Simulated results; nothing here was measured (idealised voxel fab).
Process module, titled voxel double patterning
190 nm wide, 5 nm square cells: that's cross-section cut.
We lay out every cross-section as a grid of square cells and spell it out in bands from the top down, where one band means one or more rows of cells. It is stipulated that each band's entry specify, in nanometres, the height of the top of the band and then that of its bottom, followed by the materials of the band in left-to-right sequence, each together with its width in nanometres. A single material marked by the word "full width" is understood to fill the band from edge to edge; the word "blank" is understood to denote empty space. Basically, 0 is our baseline, since under it the wafer straight out of the box is all one material. The bottom band has no lower end and keeps on going down, so it looks like "0 nm and below". You'd read "30..40" like this: the band's top row of cells is as wide as the first number, its bottom row is as wide as the second, and going down, every row changes width by the same amount as the row before did. Given "nothing changed" for a step, no cell of the cross-section differs between before and after that step. Empty spaces without an open route to the top, at least 8 cells in extent, make up the entry "Enclosed internal cavities"; each is given as width x height at distance, where the distance is measured from the left edge, and all are in nm. after a step's settings: what the simulator itself notes on the step. Regarding "overlay nm": on a step with a mask, it is the distance the mask lay to the right of its planned place; a negative value places it to the left.
Process steps foreseen in the plan
- 1: RECEIVE (material Si)
- 2: CONFORMAL_DEP (material SiO2; thk nm 5)
- 3: DIRECTIONAL_DEP (material TiN; thk nm 10)
- 4: DIRECTIONAL_DEP (material SiN; thk nm 10)
- 5: DIRECTIONAL_DEP (material aC; thk nm 15)
- 6: PATTERN (tone open; mask id FIRST; material resist; width nm 15; pitch nm 50; thk nm 30; overlay nm 0)
- 7: DIRECTIONAL_ETCH (etch materials aC; depth nm 15)
- 8: STRIP (etch materials resist)
- 9: DIRECTIONAL_ETCH (etch materials SiN; depth nm 10)
- 10: STRIP (etch materials aC)
- 11: DIRECTIONAL_DEP (material aC; thk nm 15)
- 12: PATTERN (tone open; mask id SECOND; material resist; width nm 15; thk nm 30; overlay nm 0)
- 13: DIRECTIONAL_ETCH (etch materials aC; depth nm 15)
- 14: STRIP (etch materials resist)
- 15: DIRECTIONAL_ETCH (etch materials SiN; depth nm 10)
- 16: STRIP (etch materials aC)
- 17: DIRECTIONAL_ETCH (etch materials TiN; depth nm 10)
- 18: STRIP (etch materials SiN)
Cross-section: wafer on arrival = after step 1
	0 nm and below | Si full width
	Enclosed internal cavities: none
The cross-section shown corresponds to the wafer at the conclusion of the module. The initial structure and the process plan are those presented above; however, one mistake occurred in executing the plan
	15 nm to 5 nm | 60 TiN  15 blank  15 TiN  15 blank  5 TiN  15 blank  65 TiN
	5 nm to 0 nm | SiO2 full width
	0 nm and below | Si full width
	Enclosed internal cavities: none
Want to know what went wrong? planned and actual differ for step 12; actual: PATTERN (tone open; mask id SECOND; material resist; width nm 15; thk nm 30; overlay nm 5)
